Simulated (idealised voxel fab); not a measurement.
process module | voxel plated lines
cross-section cut | 160 nm wide | cells 5 nm
A cross-section is a grid of square cells, given in bands from the top down. A band is one or more rows of cells.
Each band's line starts with the height of the band's top and of its bottom, in nm. Then come its materials from left to right, each with its width in nm. One material with "throughout" fills the band from edge to edge. "air" is empty space.
Height 0 is the level under which the wafer as received is all one material. The lowest band goes on downwards, as in "0 down".
A width such as "30 to 40" changes by the same amount from each row of cells to the next, from the band's top row to its bottom row.
"no change" after a step means that no cell of the cross-section changed.
closed voids: empty space of 8 cells or more with no open way to the top, each as width x height at its distance from the left edge, in nm
after a step's settings: what the simulator itself notes on the step
overlay nm, on a step with a mask: how far to the right of its planned place the mask lay; to the left if negative
plan
1 op RECEIVE | material Si
2 op CONFORMAL_DEP | material SiO2 | thk nm 5
3 op DIRECTIONAL_DEP | material TiN | thk nm 5
4 op PATTERN | tone open | mask id LINES | material resist | width nm 15 | pitch nm 30 | thk nm 25 | overlay nm 0
5 op EPI | material Ru | thk nm 5
6 op EPI | material Ru | thk nm 5
7 op STRIP | etch materials resist
8 op DIRECTIONAL_ETCH | etch materials TiN | depth nm 5
9 op CONFORMAL_DEP | material SiO2 | thk nm 5
first wafer, as planned
as received, after step 1
  0 down: Si throughout
  closed voids: none
after step 2
  5 to 0: SiO2 throughout
  below 0: unchanged
after step 3
  10 to 5: TiN throughout
  below 5: unchanged
after step 4
  35 to 10: resist 55 | air 15 | resist 15 | air 15 | resist 60
  below 10: unchanged
after step 5
  35 to 15: resist 55 | air 15 | resist 15 | air 15 | resist 60
  15 to 10: resist 55 | Ru 15 | resist 15 | Ru 15 | resist 60
  below 10: unchanged
after step 6
  35 to 20: resist 55 | air 15 | resist 15 | air 15 | resist 60
  20 to 10: resist 55 | Ru 15 | resist 15 | Ru 15 | resist 60
  below 10: unchanged
after step 7
  20 to 10: air 55 | Ru 15 | air 15 | Ru 15 | air 60
  below 10: unchanged
after step 8
  20 to 10: air 55 | Ru 15 | air 15 | Ru 15 | air 60
  10 to 5: air 55 | TiN 15 | air 15 | TiN 15 | air 60
  below 5: unchanged
after step 9
  25 to 20: air 50 | SiO2 25 | air 5 | SiO2 25 | air 55
  20 to 10: air 50 | SiO2 5 | Ru 15 | SiO2 5 | air 5 | SiO2 5 | Ru 15 | SiO2 5 | air 55
  10 to 5: SiO2 55 | TiN 15 | SiO2 15 | TiN 15 | SiO2 60
  below 5: unchanged
second wafer: like start, like plan, one mistake. Through step 1 it matches the first wafer
when step 2 should have ended: no change
when step 3 should have ended
  5 to 0: TiN throughout
  below 0: unchanged
when step 4 should have ended
  30 to 5: resist 55 | air 15 | resist 15 | air 15 | resist 60
  below 5: unchanged
when step 5 should have ended
  30 to 10: resist 55 | air 15 | resist 15 | air 15 | resist 60
  10 to 5: resist 55 | Ru 15 | resist 15 | Ru 15 | resist 60
  below 5: unchanged
when step 6 should have ended
  30 to 15: resist 55 | air 15 | resist 15 | air 15 | resist 60
  15 to 5: resist 55 | Ru 15 | resist 15 | Ru 15 | resist 60
  below 5: unchanged
when step 7 should have ended
  15 to 5: air 55 | Ru 15 | air 15 | Ru 15 | air 60
  below 5: unchanged
when step 8 should have ended
  15 to 5: air 55 | Ru 15 | air 15 | Ru 15 | air 60
  5 to 0: air 55 | TiN 15 | air 15 | TiN 15 | air 60
  below 0: unchanged
when step 9 should have ended
  20 to 15: air 50 | SiO2 25 | air 5 | SiO2 25 | air 55
  15 to 5: air 50 | SiO2 5 | Ru 15 | SiO2 5 | air 5 | SiO2 5 | Ru 15 | SiO2 5 | air 55
  5 to 0: SiO2 55 | TiN 15 | SiO2 15 | TiN 15 | SiO2 60
  below 0: unchanged
what went wrong: step 2 was left out
at the end the second wafer has, in cells: 32 fewer of SiO2
